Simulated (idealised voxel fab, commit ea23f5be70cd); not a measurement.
Presented below is a process module, voxel self aligned contacts.
Displayed cross-section: cut, width of 160 nm, square cells sized 5 nm.
Cross-section spec: square-cell grid; bands listed top down; each band is one or more rows. Band: top height; bottom height; in nm. Then, left to right: material with width in nm, for each material. "throughout": a single material spanning edge to edge. "empty": empty space. A quick word on heights: they are counted from 0, and under that level the wafer as it came to us is one material throughout. The lowest band is different from the rest in having no bottom; it simply continues downward, written as in "0..down". When a width is written as two numbers, as in "30 to 40", the first number is the width in the top row of cells of the band and the second is the width in its bottom row, and the width changes by the same amount from each row to the next. The cross-section has no changed cell in any step marked "left unchanged". In "Sealed internal cavities" the enclosed voids are listed, meaning empty spaces of 8 cells or larger without any opening to the top. The form is width x height at distance, distance from the left edge, units nm. If you see something after the settings on a step's line, that's the simulator's own remark about that step. A step line may carry the setting "overlay nm", which, for steps involving a mask, states the distance by which the mask lay to the right of its intended position; negative values denote displacement to the left. The remainder of this document consists of a sequence of paired cross-sections. Each pair presents the cross-section prior to one process step together with the cross-section following it, the latter being rendered only as deep as the lowest band that underwent change. The intervening step, together with its settings, is stated beneath each pair. Because the pairs may originate from different runs of this module on the same starting wafer, a given pair is to be read as continuing from the preceding pair only where its entry headed "Snapshot before" so indicates.
-- Snapshot before
	0..down = Si throughout
	Sealed internal cavities: none
-- Step Outcome
	5..0 = SiO2 throughout
	below 0: unchanged
	Sealed internal cavities: none
Step, before to after (see cross-sections above): CONFORMAL_DEP [material SiO2] [thk nm 5]
Snapshot before: the after view from the pair directly above serves as the before view here.
-- Step Outcome
	35..5 = polySi throughout
	below 5: unchanged
	Sealed internal cavities: none
Step, before to after (see cross-sections above): DIRECTIONAL_DEP [material polySi] [thk nm 30]
Snapshot before: the after view from the pair directly above serves as the before view here.
-- Step Outcome
	55..35 = SiN throughout
	below 35: unchanged
	Sealed internal cavities: none
Step, before to after (see cross-sections above): DIRECTIONAL_DEP [material SiN] [thk nm 20]
Snapshot before: the after view from the pair directly above serves as the before view here.
-- Step Outcome
	55..35 = 35 empty, then 30 SiN, then 30 empty, then 30 SiN, then 35 empty
	below 35: unchanged
	Sealed internal cavities: none
Step, before to after (see cross-sections above): MASKED_ETCH [tone cover] [mask id GATE] [width nm 30] [pitch nm 60] [etch materials SiN] [depth nm 20] [overlay nm 0]
Snapshot before: the after view from the pair directly above serves as the before view here.
-- Step Outcome
	55..35 = 35 empty, then 30 SiN, then 30 empty, then 30 SiN, then 35 empty
	35..5 = 35 empty, then 30 polySi, then 30 empty, then 30 polySi, then 35 empty
	below 5: unchanged
	Sealed internal cavities: none
Step, before to after (see cross-sections above): MASKED_ETCH [tone cover] [mask id GATE] [width nm 30] [pitch nm 60] [etch materials polySi] [depth nm 30] [overlay nm 0]
Snapshot before: the after view from the pair directly above serves as the before view here.
-- Step Outcome
	60..35 = 30 empty, then 40 SiN, then 20 empty, then 40 SiN, then 30 empty
	35..10 = 30 empty, then 5 SiN, then 30 polySi, then 5 SiN, then 20 empty, then 5 SiN, then 30 polySi, then 5 SiN, then 30 empty
	10..5 = 35 SiN, then 30 polySi, then 30 SiN, then 30 polySi, then 35 SiN
	below 5: unchanged
	Sealed internal cavities: none
Step, before to after (see cross-sections above): CONFORMAL_DEP [material SiN] [thk nm 5]
Snapshot before: the after view from the pair directly above serves as the before view here.
-- Step Outcome
	55..35 = 30 empty, then 40 SiN, then 20 empty, then 40 SiN, then 30 empty
	35..5 = 30 empty, then 5 SiN, then 30 polySi, then 5 SiN, then 20 empty, then 5 SiN, then 30 polySi, then 5 SiN, then 30 empty
	below 5: unchanged
	Sealed internal cavities: none
Step, before to after (see cross-sections above): DIRECTIONAL_ETCH [etch materials SiN] [depth nm 5]
Snapshot before: the after view from the pair directly above serves as the before view here.
-- Step Outcome
	75..55 = SiO2 throughout
	55..35 = 30 SiO2, then 40 SiN, then 20 SiO2, then 40 SiN, then 30 SiO2
	35..5 = 30 SiO2, then 5 SiN, then 30 polySi, then 5 SiN, then 20 SiO2, then 5 SiN, then 30 polySi, then 5 SiN, then 30 SiO2
	below 5: unchanged
	Sealed internal cavities: none
Step, before to after (see cross-sections above): FILL_DEP [material SiO2] [thk nm 20]
Snapshot before: the after view from the pair directly above serves as the before view here.
-- Step Outcome
	65..55 = SiO2 throughout
	below 55: unchanged
	Sealed internal cavities: none
Step, before to after (see cross-sections above): CMP [height nm 65]
Snapshot before: the after view from the pair directly above serves as the before view here.
-- Step Outcome
	75..65 = aC throughout
	below 65: unchanged
	Sealed internal cavities: none
Step, before to after (see cross-sections above): DIRECTIONAL_DEP [material aC] [thk nm 10]
Snapshot before: the after view from the pair directly above serves as the before view here.
-- Step Outcome
	100..75 = 60 resist, then 40 empty, then 60 resist
	below 75: unchanged
	Sealed internal cavities: none
Step, before to after (see cross-sections above): PATTERN [tone open] [mask id CONTACT] [material resist] [width nm 40] [thk nm 25] [overlay nm 0]
Snapshot before: the after view from the pair directly above serves as the before view here.
-- Step Outcome
	90..75 = 60 resist, then 40 empty, then 60 resist
	75..65 = 60 aC, then 40 empty, then 60 aC
	below 65: unchanged
	Sealed internal cavities: none
Step, before to after (see cross-sections above): DIRECTIONAL_ETCH [etch materials aC] [depth nm 10]
Snapshot before: the after view from the pair directly above serves as the before view here.
-- Step Outcome
	75..65 = 60 aC, then 40 empty, then 60 aC
	below 65: unchanged
	Sealed internal cavities: none
Step, before to after (see cross-sections above): STRIP [etch materials resist]
Snapshot before: the after view from the pair directly above serves as the before view here.
-- Step Outcome
	75..65 = 60 aC, then 40 empty, then 60 aC
	65..55 = 60 SiO2, then 40 empty, then 60 SiO2
	55..35 = 30 SiO2, then 40 SiN, then 20 empty, then 40 SiN, then 30 SiO2
	35..5 = 30 SiO2, then 5 SiN, then 30 polySi, then 5 SiN, then 20 empty, then 5 SiN, then 30 polySi, then 5 SiN, then 30 SiO2
	5..0 = 70 SiO2, then 20 empty, then 70 SiO2
	below 0: unchanged
	Sealed internal cavities: none
Step, before to after (see cross-sections above): DIRECTIONAL_ETCH [etch materials SiO2] [depth nm 65]
Snapshot before: the after view from the pair directly above serves as the before view here.
-- Step Outcome
	65..55 = 60 SiO2, then 40 empty, then 60 SiO2
	below 55: unchanged
	Sealed internal cavities: none
Step, before to after (see cross-sections above): STRIP [etch materials aC]
Snapshot before: the after view from the pair directly above serves as the before view here.
-- Step Outcome
	70..65 = 65 TiN, then 30 empty, then 65 TiN
	65..55 = 60 SiO2, then 5 to 15 TiN, then 30 to 10 empty, then 5 to 15 TiN, then 60 SiO2
	55..35 = 30 SiO2, then 40 SiN, then 5 TiN, then 10 empty, then 5 TiN, then 40 SiN, then 30 SiO2
	35..5 = 30 SiO2, then 5 SiN, then 30 polySi, then 5 SiN, then 5 TiN, then 10 empty, then 5 TiN, then 5 SiN, then 30 polySi, then 5 SiN, then 30 SiO2
	5..0 = 70 SiO2, then 20 TiN, then 70 SiO2
	below 0: unchanged
	Sealed internal cavities: none
Step, before to after (see cross-sections above): CONFORMAL_DEP [material TiN] [thk nm 5]
Snapshot before: the after view from the pair directly above serves as the before view here.
-- Step Outcome
	75..70 = Ru throughout
	70..65 = 65 TiN, then 30 Ru, then 65 TiN
	65..55 = 60 SiO2, then 5 to 15 TiN, then 30 to 10 Ru, then 5 to 15 TiN, then 60 SiO2
	55..35 = 30 SiO2, then 40 SiN, then 5 TiN, then 10 Ru, then 5 TiN, then 40 SiN, then 30 SiO2
	35..5 = 30 SiO2, then 5 SiN, then 30 polySi, then 5 SiN, then 5 TiN, then 10 Ru, then 5 TiN, then 5 SiN, then 30 polySi, then 5 SiN, then 30 SiO2
	below 5: unchanged
	Sealed internal cavities: none
Step, before to after (see cross-sections above): FILL_DEP [material Ru] [thk nm 5]
Snapshot before: the after view from the pair directly above serves as the before view here.
-- Step Outcome
	65..55 = 60 SiO2, then 5 to 15 TiN, then 30 to 10 Ru, then 5 to 15 TiN, then 60 SiO2
	below 55: unchanged
	Sealed internal cavities: none
Step, before to after (see cross-sections above): CMP [height nm 65]
Snapshot before: the after view from the pair directly above serves as the before view here.
-- Step Outcome
	70..65 = SiCN throughout
	below 65: unchanged
	Sealed internal cavities: none
Step, before to after (see cross-sections above): CONFORMAL_DEP [material SiCN] [thk nm 5]
-- Snapshot before
	55..35 = 35 empty, then 30 SiN, then 30 empty, then 30 SiN, then 35 empty
	35..5 = 35 empty, then 30 polySi, then 30 empty, then 30 polySi, then 35 empty
	5..0 = SiO2 throughout
	0..down = Si throughout
	Sealed internal cavities: none
-- Step Outcome
	50..35 = 35 empty, then 30 SiN, then 30 empty, then 30 SiN, then 35 empty
	below 35: unchanged
	Sealed internal cavities: none
Step, before to after (see cross-sections above): DIRECTIONAL_ETCH [etch materials SiN] [depth nm 5]
Snapshot before: the after view from the pair directly above serves as the before view here.
-- Step Outcome
	70..50 = SiO2 throughout
	50..35 = 35 SiO2, then 30 SiN, then 30 SiO2, then 30 SiN, then 35 SiO2
	35..5 = 35 SiO2, then 30 polySi, then 30 SiO2, then 30 polySi, then 35 SiO2
	below 5: unchanged
	Sealed internal cavities: none
Step, before to after (see cross-sections above): FILL_DEP [material SiO2] [thk nm 20]
Snapshot before: the after view from the pair directly above serves as the before view here.
-- Step Outcome
	65..50 = SiO2 throughout
	below 50: unchanged
	Sealed internal cavities: none
Step, before to after (see cross-sections above): CMP [height nm 65]
Snapshot before: the after view from the pair directly above serves as the before view here.
-- Step Outcome
	75..65 = aC throughout
	below 65: unchanged
	Sealed internal cavities: none
Step, before to after (see cross-sections above): DIRECTIONAL_DEP [material aC] [thk nm 10]
Snapshot before: the after view from the pair directly above serves as the before view here.
-- Step Outcome
	100..75 = 60 resist, then 40 empty, then 60 resist
	below 75: unchanged
	Sealed internal cavities: none
Step, before to after (see cross-sections above): PATTERN [tone open] [mask id CONTACT] [material resist] [width nm 40] [thk nm 25] [overlay nm 0]
Snapshot before: the after view from the pair directly above serves as the before view here.
-- Step Outcome
	90..75 = 60 resist, then 40 empty, then 60 resist
	75..65 = 60 aC, then 40 empty, then 60 aC
	below 65: unchanged
	Sealed internal cavities: none
Step, before to after (see cross-sections above): DIRECTIONAL_ETCH [etch materials aC] [depth nm 10]
Snapshot before: the after view from the pair directly above serves as the before view here.
-- Step Outcome
	75..65 = 60 aC, then 40 empty, then 60 aC
	below 65: unchanged
	Sealed internal cavities: none
Step, before to after (see cross-sections above): STRIP [etch materials resist]
Snapshot before: the after view from the pair directly above serves as the before view here.
-- Step Outcome
	75..65 = 60 aC, then 40 empty, then 60 aC
	65..50 = 60 SiO2, then 40 empty, then 60 SiO2
	50..35 = 35 SiO2, then 30 SiN, then 30 empty, then 30 SiN, then 35 SiO2
	35..5 = 35 SiO2, then 30 polySi, then 30 empty, then 30 polySi, then 35 SiO2
	5..0 = 65 SiO2, then 30 empty, then 65 SiO2
	below 0: unchanged
	Sealed internal cavities: none
Step, before to after (see cross-sections above): DIRECTIONAL_ETCH [etch materials SiO2] [depth nm 65]
Snapshot before: the after view from the pair directly above serves as the before view here.
-- Step Outcome
	65..50 = 60 SiO2, then 40 empty, then 60 SiO2
	below 50: unchanged
	Sealed internal cavities: none
Step, before to after (see cross-sections above): STRIP [etch materials aC]
Snapshot before: the after view from the pair directly above serves as the before view here.
-- Step Outcome
	70..65 = 65 TiN, then 30 empty, then 65 TiN
	65..55 = 60 SiO2, then 5 TiN, then 30 empty, then 5 TiN, then 60 SiO2
	55..50 = 60 SiO2, then 10 TiN, then 20 empty, then 10 TiN, then 60 SiO2
	50..35 = 35 SiO2, then 30 SiN, then 5 TiN, then 20 empty, then 5 TiN, then 30 SiN, then 35 SiO2
	35..5 = 35 SiO2, then 30 polySi, then 5 TiN, then 20 empty, then 5 TiN, then 30 polySi, then 35 SiO2
	5..0 = 65 SiO2, then 30 TiN, then 65 SiO2
	below 0: unchanged
	Sealed internal cavities: none
Step, before to after (see cross-sections above): CONFORMAL_DEP [material TiN] [thk nm 5]
Snapshot before: the after view from the pair directly above serves as the before view here.
-- Step Outcome
	75..70 = Ru throughout
	70..65 = 65 TiN, then 30 Ru, then 65 TiN
	65..55 = 60 SiO2, then 5 TiN, then 30 Ru, then 5 TiN, then 60 SiO2
	55..50 = 60 SiO2, then 10 TiN, then 20 Ru, then 10 TiN, then 60 SiO2
	50..35 = 35 SiO2, then 30 SiN, then 5 TiN, then 20 Ru, then 5 TiN, then 30 SiN, then 35 SiO2
	35..5 = 35 SiO2, then 30 polySi, then 5 TiN, then 20 Ru, then 5 TiN, then 30 polySi, then 35 SiO2
	below 5: unchanged
	Sealed internal cavities: none
Step, before to after (see cross-sections above): FILL_DEP [material Ru] [thk nm 5]
Snapshot before: the after view from the pair directly above serves as the before view here.
-- Step Outcome
	65..55 = 60 SiO2, then 5 TiN, then 30 Ru, then 5 TiN, then 60 SiO2
	below 55: unchanged
	Sealed internal cavities: none
Step, before to after (see cross-sections above): CMP [height nm 65]
Snapshot before: the after view from the pair directly above serves as the before view here.
-- Step Outcome
	70..65 = SiCN throughout
	below 65: unchanged
	Sealed internal cavities: none
Step, before to after (see cross-sections above): CONFORMAL_DEP [material SiCN] [thk nm 5]
-- Snapshot before
	35..5 = polySi throughout
	5..0 = SiO2 throughout
	0..down = Si throughout
	Sealed internal cavities: none
-- Step Outcome
	65..5 = polySi throughout
	below 5: unchanged
	Sealed internal cavities: none
Step, before to after (see cross-sections above): DIRECTIONAL_DEP [material polySi] [thk nm 30]
Snapshot before: the after view from the pair directly above serves as the before view here.
-- Step Outcome
	85..65 = SiN throughout
	below 65: unchanged
	Sealed internal cavities: none
Step, before to after (see cross-sections above): DIRECTIONAL_DEP [material SiN] [thk nm 20]
Snapshot before: the after view from the pair directly above serves as the before view here.
-- Step Outcome
	85..65 = 35 empty, then 30 SiN, then 30 empty, then 30 SiN, then 35 empty
	below 65: unchanged
	Sealed internal cavities: none
Step, before to after (see cross-sections above): MASKED_ETCH [tone cover] [mask id GATE] [width nm 30] [pitch nm 60] [etch materials SiN] [depth nm 20] [overlay nm 0]
Snapshot before: the after view from the pair directly above serves as the before view here.
-- Step Outcome
	85..65 = 35 empty, then 30 SiN, then 30 empty, then 30 SiN, then 35 empty
	65..35 = 35 empty, then 30 polySi, then 30 empty, then 30 polySi, then 35 empty
	below 35: unchanged
	Sealed internal cavities: none
Step, before to after (see cross-sections above): MASKED_ETCH [tone cover] [mask id GATE] [width nm 30] [pitch nm 60] [etch materials polySi] [depth nm 30] [overlay nm 0]
Snapshot before: the after view from the pair directly above serves as the before view here.
-- Step Outcome
	90..65 = 30 empty, then 40 SiN, then 20 empty, then 40 SiN, then 30 empty
	65..40 = 30 empty, then 5 SiN, then 30 polySi, then 5 SiN, then 20 empty, then 5 SiN, then 30 polySi, then 5 SiN, then 30 empty
	40..35 = 35 SiN, then 30 polySi, then 30 SiN, then 30 polySi, then 35 SiN
	below 35: unchanged
	Sealed internal cavities: none
Step, before to after (see cross-sections above): CONFORMAL_DEP [material SiN] [thk nm 5]
Snapshot before: the after view from the pair directly above serves as the before view here.
-- Step Outcome
	85..65 = 30 empty, then 40 SiN, then 20 empty, then 40 SiN, then 30 empty
	65..35 = 30 empty, then 5 SiN, then 30 polySi, then 5 SiN, then 20 empty, then 5 SiN, then 30 polySi, then 5 SiN, then 30 empty
	below 35: unchanged
	Sealed internal cavities: none
Step, before to after (see cross-sections above): DIRECTIONAL_ETCH [etch materials SiN] [depth nm 5]
Snapshot before: the after view from the pair directly above serves as the before view here.
-- Step Outcome
	105..85 = SiO2 throughout
	85..65 = 30 SiO2, then 40 SiN, then 20 SiO2, then 40 SiN, then 30 SiO2
	65..35 = 30 SiO2, then 5 SiN, then 30 polySi, then 5 SiN, then 20 SiO2, then 5 SiN, then 30 polySi, then 5 SiN, then 30 SiO2
	below 35: unchanged
	Sealed internal cavities: none
Step, before to after (see cross-sections above): FILL_DEP [material SiO2] [thk nm 20]
Snapshot before: the after view from the pair directly above serves as the before view here.
-- Step Outcome
	65..35 = 30 SiO2, then 5 SiN, then 30 polySi, then 5 SiN, then 20 SiO2, then 5 SiN, then 30 polySi, then 5 SiN, then 30 SiO2
	below 35: unchanged
	Sealed internal cavities: none
Step, before to after (see cross-sections above): CMP [height nm 65]
Snapshot before: the after view from the pair directly above serves as the before view here.
-- Step Outcome
	75..65 = aC throughout
	below 65: unchanged
	Sealed internal cavities: none
Step, before to after (see cross-sections above): DIRECTIONAL_DEP [material aC] [thk nm 10]
Snapshot before: the after view from the pair directly above serves as the before view here.
-- Step Outcome
	100..75 = 60 resist, then 40 empty, then 60 resist
	below 75: unchanged
	Sealed internal cavities: none
Step, before to after (see cross-sections above): PATTERN [tone open] [mask id CONTACT] [material resist] [width nm 40] [thk nm 25] [overlay nm 0]
Snapshot before: the after view from the pair directly above serves as the before view here.
-- Step Outcome
	90..75 = 60 resist, then 40 empty, then 60 resist
	75..65 = 60 aC, then 40 empty, then 60 aC
	below 65: unchanged
	Sealed internal cavities: none
Step, before to after (see cross-sections above): DIRECTIONAL_ETCH [etch materials aC] [depth nm 10]
Snapshot before: the after view from the pair directly above serves as the before view here.
-- Step Outcome
	75..65 = 60 aC, then 40 empty, then 60 aC
	below 65: unchanged
	Sealed internal cavities: none
Step, before to after (see cross-sections above): STRIP [etch materials resist]
Snapshot before: the after view from the pair directly above serves as the before view here.
-- Step Outcome
	75..65 = 60 aC, then 40 empty, then 60 aC
	65..35 = 30 SiO2, then 5 SiN, then 30 polySi, then 5 SiN, then 20 empty, then 5 SiN, then 30 polySi, then 5 SiN, then 30 SiO2
	below 35: unchanged
	Sealed internal cavities: none
Step, before to after (see cross-sections above): DIRECTIONAL_ETCH [etch materials SiO2] [depth nm 65]
Snapshot before: the after view from the pair directly above serves as the before view here.
-- Step Outcome
	65..35 = 30 SiO2, then 5 SiN, then 30 polySi, then 5 SiN, then 20 empty, then 5 SiN, then 30 polySi, then 5 SiN, then 30 SiO2
	below 35: unchanged
	Sealed internal cavities: none
Step, before to after (see cross-sections above): STRIP [etch materials aC]
Snapshot before: the after view from the pair directly above serves as the before view here.
-- Step Outcome
	70..65 = 75 TiN, then 10 empty, then 75 TiN
	65..40 = 30 SiO2, then 5 SiN, then 30 polySi, then 5 SiN, then 5 TiN, then 10 empty, then 5 TiN, then 5 SiN, then 30 polySi, then 5 SiN, then 30 SiO2
	40..35 = 30 SiO2, then 5 SiN, then 30 polySi, then 5 SiN, then 20 TiN, then 5 SiN, then 30 polySi, then 5 SiN, then 30 SiO2
	below 35: unchanged
	Sealed internal cavities: none
Step, before to after (see cross-sections above): CONFORMAL_DEP [material TiN] [thk nm 5]
Snapshot before: the after view from the pair directly above serves as the before view here.
-- Step Outcome
	75..70 = Ru throughout
	70..65 = 75 TiN, then 10 Ru, then 75 TiN
	65..40 = 30 SiO2, then 5 SiN, then 30 polySi, then 5 SiN, then 5 TiN, then 10 Ru, then 5 TiN, then 5 SiN, then 30 polySi, then 5 SiN, then 30 SiO2
	below 40: unchanged
	Sealed internal cavities: none
Step, before to after (see cross-sections above): FILL_DEP [material Ru] [thk nm 5]
Snapshot before: the after view from the pair directly above serves as the before view here.
-- Step Outcome
	65..40 = 30 SiO2, then 5 SiN, then 30 polySi, then 5 SiN, then 5 TiN, then 10 Ru, then 5 TiN, then 5 SiN, then 30 polySi, then 5 SiN, then 30 SiO2
	below 40: unchanged
	Sealed internal cavities: none
Step, before to after (see cross-sections above): CMP [height nm 65]
Snapshot before: the after view from the pair directly above serves as the before view here.
-- Step Outcome
	70..65 = SiCN throughout
	below 65: unchanged
	Sealed internal cavities: none
Step, before to after (see cross-sections above): CONFORMAL_DEP [material SiCN] [thk nm 5]
-- Snapshot before
	0..down = Si throughout
	Sealed internal cavities: none
-- Step Outcome
	30..0 = polySi throughout
	below 0: unchanged
	Sealed internal cavities: none
Step, before to after (see cross-sections above): DIRECTIONAL_DEP [material polySi] [thk nm 30]
Snapshot before: the after view from the pair directly above serves as the before view here.
-- Step Outcome
	35..30 = SiO2 throughout
	below 30: unchanged
	Sealed internal cavities: none
Step, before to after (see cross-sections above): CONFORMAL_DEP [material SiO2] [thk nm 5]
Snapshot before: the after view from the pair directly above serves as the before view here.
-- Step Outcome
	55..35 = SiN throughout
	below 35: unchanged
	Sealed internal cavities: none
Step, before to after (see cross-sections above): DIRECTIONAL_DEP [material SiN] [thk nm 20]
Snapshot before: the after view from the pair directly above serves as the before view here.
-- Step Outcome
	55..35 = 35 empty, then 30 SiN, then 30 empty, then 30 SiN, then 35 empty
	below 35: unchanged
	Sealed internal cavities: none
Step, before to after (see cross-sections above): MASKED_ETCH [tone cover] [mask id GATE] [width nm 30] [pitch nm 60] [etch materials SiN] [depth nm 20] [overlay nm 0]
Snapshot before: the after view from the pair directly above serves as the before view here.
-- Step Outcome
	60..40 = 30 empty, then 40 SiN, then 20 empty, then 40 SiN, then 30 empty
	40..35 = SiN throughout
	below 35: unchanged
	Sealed internal cavities: none
Step, before to after (see cross-sections above): CONFORMAL_DEP [material SiN] [thk nm 5]
Snapshot before: the after view from the pair directly above serves as the before view here.
-- Step Outcome
	55..35 = 30 empty, then 40 SiN, then 20 empty, then 40 SiN, then 30 empty
	below 35: unchanged
	Sealed internal cavities: none
Step, before to after (see cross-sections above): DIRECTIONAL_ETCH [etch materials SiN] [depth nm 5]
Snapshot before: the after view from the pair directly above serves as the before view here.
-- Step Outcome
	75..55 = SiO2 throughout
	55..35 = 30 SiO2, then 40 SiN, then 20 SiO2, then 40 SiN, then 30 SiO2
	below 35: unchanged
	Sealed internal cavities: none
Step, before to after (see cross-sections above): FILL_DEP [material SiO2] [thk nm 20]
Snapshot before: the after view from the pair directly above serves as the before view here.
-- Step Outcome
	65..55 = SiO2 throughout
	below 55: unchanged
	Sealed internal cavities: none
Step, before to after (see cross-sections above): CMP [height nm 65]
Snapshot before: the after view from the pair directly above serves as the before view here.
-- Step Outcome
	75..65 = aC throughout
	below 65: unchanged
	Sealed internal cavities: none
Step, before to after (see cross-sections above): DIRECTIONAL_DEP [material aC] [thk nm 10]
Snapshot before: the after view from the pair directly above serves as the before view here.
-- Step Outcome
	100..75 = 60 resist, then 40 empty, then 60 resist
	below 75: unchanged
	Sealed internal cavities: none
Step, before to after (see cross-sections above): PATTERN [tone open] [mask id CONTACT] [material resist] [width nm 40] [thk nm 25] [overlay nm 0]
Snapshot before: the after view from the pair directly above serves as the before view here.
-- Step Outcome
	90..75 = 60 resist, then 40 empty, then 60 resist
	75..65 = 60 aC, then 40 empty, then 60 aC
	below 65: unchanged
	Sealed internal cavities: none
Step, before to after (see cross-sections above): DIRECTIONAL_ETCH [etch materials aC] [depth nm 10]
Snapshot before: the after view from the pair directly above serves as the before view here.
-- Step Outcome
	75..65 = 60 aC, then 40 empty, then 60 aC
	below 65: unchanged
	Sealed internal cavities: none
Step, before to after (see cross-sections above): STRIP [etch materials resist]
Snapshot before: the after view from the pair directly above serves as the before view here.
-- Step Outcome
	75..65 = 60 aC, then 40 empty, then 60 aC
	65..55 = 60 SiO2, then 40 empty, then 60 SiO2
	55..35 = 30 SiO2, then 40 SiN, then 20 empty, then 40 SiN, then 30 SiO2
	35..30 = 70 SiO2, then 20 empty, then 70 SiO2
	below 30: unchanged
	Sealed internal cavities: none
Step, before to after (see cross-sections above): DIRECTIONAL_ETCH [etch materials SiO2] [depth nm 65]
Snapshot before: the after view from the pair directly above serves as the before view here.
-- Step Outcome
	65..55 = 60 SiO2, then 40 empty, then 60 SiO2
	below 55: unchanged
	Sealed internal cavities: none
Step, before to after (see cross-sections above): STRIP [etch materials aC]
Snapshot before: the after view from the pair directly above serves as the before view here.
-- Step Outcome
	70..65 = 65 TiN, then 30 empty, then 65 TiN
	65..55 = 60 SiO2, then 5 to 15 TiN, then 30 to 10 empty, then 5 to 15 TiN, then 60 SiO2
	55..35 = 30 SiO2, then 40 SiN, then 5 TiN, then 10 empty, then 5 TiN, then 40 SiN, then 30 SiO2
	35..30 = 70 SiO2, then 20 TiN, then 70 SiO2
	below 30: unchanged
	Sealed internal cavities: none
Step, before to after (see cross-sections above): CONFORMAL_DEP [material TiN] [thk nm 5]
Snapshot before: the after view from the pair directly above serves as the before view here.
-- Step Outcome
	75..70 = Ru throughout
	70..65 = 65 TiN, then 30 Ru, then 65 TiN
	65..55 = 60 SiO2, then 5 to 15 TiN, then 30 to 10 Ru, then 5 to 15 TiN, then 60 SiO2
	55..35 = 30 SiO2, then 40 SiN, then 5 TiN, then 10 Ru, then 5 TiN, then 40 SiN, then 30 SiO2
	below 35: unchanged
	Sealed internal cavities: none
Step, before to after (see cross-sections above): FILL_DEP [material Ru] [thk nm 5]
Snapshot before: the after view from the pair directly above serves as the before view here.
-- Step Outcome
	65..55 = 60 SiO2, then 5 to 15 TiN, then 30 to 10 Ru, then 5 to 15 TiN, then 60 SiO2
	below 55: unchanged
	Sealed internal cavities: none
Step, before to after (see cross-sections above): CMP [height nm 65]
Snapshot before: the after view from the pair directly above serves as the before view here.
-- Step Outcome
	70..65 = SiCN throughout
	below 65: unchanged
	Sealed internal cavities: none
Step, before to after (see cross-sections above): CONFORMAL_DEP [material SiCN] [thk nm 5]
-- Snapshot before
	55..35 = 35 empty, then 30 SiN, then 30 empty, then 30 SiN, then 35 empty
	35..5 = polySi throughout
	5..0 = SiO2 throughout
	0..down = Si throughout
	Sealed internal cavities: none
-- Step Outcome
	55..35 = 35 empty, then 30 SiN, then 30 empty, then 30 SiN, then 35 empty
	35..10 = 35 empty, then 30 polySi, then 30 empty, then 30 polySi, then 35 empty
	below 10: unchanged
	Sealed internal cavities: none
Step, before to after (see cross-sections above): MASKED_ETCH [tone cover] [mask id GATE] [width nm 30] [pitch nm 60] [etch materials polySi] [depth nm 25] [overlay nm 0]
Snapshot before: the after view from the pair directly above serves as the before view here.
-- Step Outcome
	60..35 = 30 empty, then 40 SiN, then 20 empty, then 40 SiN, then 30 empty
	35..15 = 30 empty, then 5 SiN, then 30 polySi, then 5 SiN, then 20 empty, then 5 SiN, then 30 polySi, then 5 SiN, then 30 empty
	15..10 = 35 SiN, then 30 polySi, then 30 SiN, then 30 polySi, then 35 SiN
	below 10: unchanged
	Sealed internal cavities: none
Step, before to after (see cross-sections above): CONFORMAL_DEP [material SiN] [thk nm 5]
Snapshot before: the after view from the pair directly above serves as the before view here.
-- Step Outcome
	55..35 = 30 empty, then 40 SiN, then 20 empty, then 40 SiN, then 30 empty
	35..10 = 30 empty, then 5 SiN, then 30 polySi, then 5 SiN, then 20 empty, then 5 SiN, then 30 polySi, then 5 SiN, then 30 empty
	below 10: unchanged
	Sealed internal cavities: none
Step, before to after (see cross-sections above): DIRECTIONAL_ETCH [etch materials SiN] [depth nm 5]
Snapshot before: the after view from the pair directly above serves as the before view here.
-- Step Outcome
	75..55 = SiO2 throughout
	55..35 = 30 SiO2, then 40 SiN, then 20 SiO2, then 40 SiN, then 30 SiO2
	35..10 = 30 SiO2, then 5 SiN, then 30 polySi, then 5 SiN, then 20 SiO2, then 5 SiN, then 30 polySi, then 5 SiN, then 30 SiO2
	below 10: unchanged
	Sealed internal cavities: none
Step, before to after (see cross-sections above): FILL_DEP [material SiO2] [thk nm 20]
Snapshot before: the after view from the pair directly above serves as the before view here.
-- Step Outcome
	65..55 = SiO2 throughout
	below 55: unchanged
	Sealed internal cavities: none
Step, before to after (see cross-sections above): CMP [height nm 65]
Snapshot before: the after view from the pair directly above serves as the before view here.
-- Step Outcome
	75..65 = aC throughout
	below 65: unchanged
	Sealed internal cavities: none
Step, before to after (see cross-sections above): DIRECTIONAL_DEP [material aC] [thk nm 10]
Snapshot before: the after view from the pair directly above serves as the before view here.
-- Step Outcome
	100..75 = 60 resist, then 40 empty, then 60 resist
	below 75: unchanged
	Sealed internal cavities: none
Step, before to after (see cross-sections above): PATTERN [tone open] [mask id CONTACT] [material resist] [width nm 40] [thk nm 25] [overlay nm 0]
Snapshot before: the after view from the pair directly above serves as the before view here.
-- Step Outcome
	90..75 = 60 resist, then 40 empty, then 60 resist
	75..65 = 60 aC, then 40 empty, then 60 aC
	below 65: unchanged
	Sealed internal cavities: none
Step, before to after (see cross-sections above): DIRECTIONAL_ETCH [etch materials aC] [depth nm 10]
Snapshot before: the after view from the pair directly above serves as the before view here.
-- Step Outcome
	75..65 = 60 aC, then 40 empty, then 60 aC
	below 65: unchanged
	Sealed internal cavities: none
Step, before to after (see cross-sections above): STRIP [etch materials resist]
Snapshot before: the after view from the pair directly above serves as the before view here.
-- Step Outcome
	75..65 = 60 aC, then 40 empty, then 60 aC
	65..55 = 60 SiO2, then 40 empty, then 60 SiO2
	55..35 = 30 SiO2, then 40 SiN, then 20 empty, then 40 SiN, then 30 SiO2
	35..10 = 30 SiO2, then 5 SiN, then 30 polySi, then 5 SiN, then 20 empty, then 5 SiN, then 30 polySi, then 5 SiN, then 30 SiO2
	below 10: unchanged
	Sealed internal cavities: none
Step, before to after (see cross-sections above): DIRECTIONAL_ETCH [etch materials SiO2] [depth nm 65]
Snapshot before: the after view from the pair directly above serves as the before view here.
-- Step Outcome
	65..55 = 60 SiO2, then 40 empty, then 60 SiO2
	below 55: unchanged
	Sealed internal cavities: none
Step, before to after (see cross-sections above): STRIP [etch materials aC]
Snapshot before: the after view from the pair directly above serves as the before view here.
-- Step Outcome
	70..65 = 65 TiN, then 30 empty, then 65 TiN
	65..55 = 60 SiO2, then 5 to 15 TiN, then 30 to 10 empty, then 5 to 15 TiN, then 60 SiO2
	55..35 = 30 SiO2, then 40 SiN, then 5 TiN, then 10 empty, then 5 TiN, then 40 SiN, then 30 SiO2
	35..15 = 30 SiO2, then 5 SiN, then 30 polySi, then 5 SiN, then 5 TiN, then 10 empty, then 5 TiN, then 5 SiN, then 30 polySi, then 5 SiN, then 30 SiO2
	15..10 = 30 SiO2, then 5 SiN, then 30 polySi, then 5 SiN, then 20 TiN, then 5 SiN, then 30 polySi, then 5 SiN, then 30 SiO2
	below 10: unchanged
	Sealed internal cavities: none
Step, before to after (see cross-sections above): CONFORMAL_DEP [material TiN] [thk nm 5]
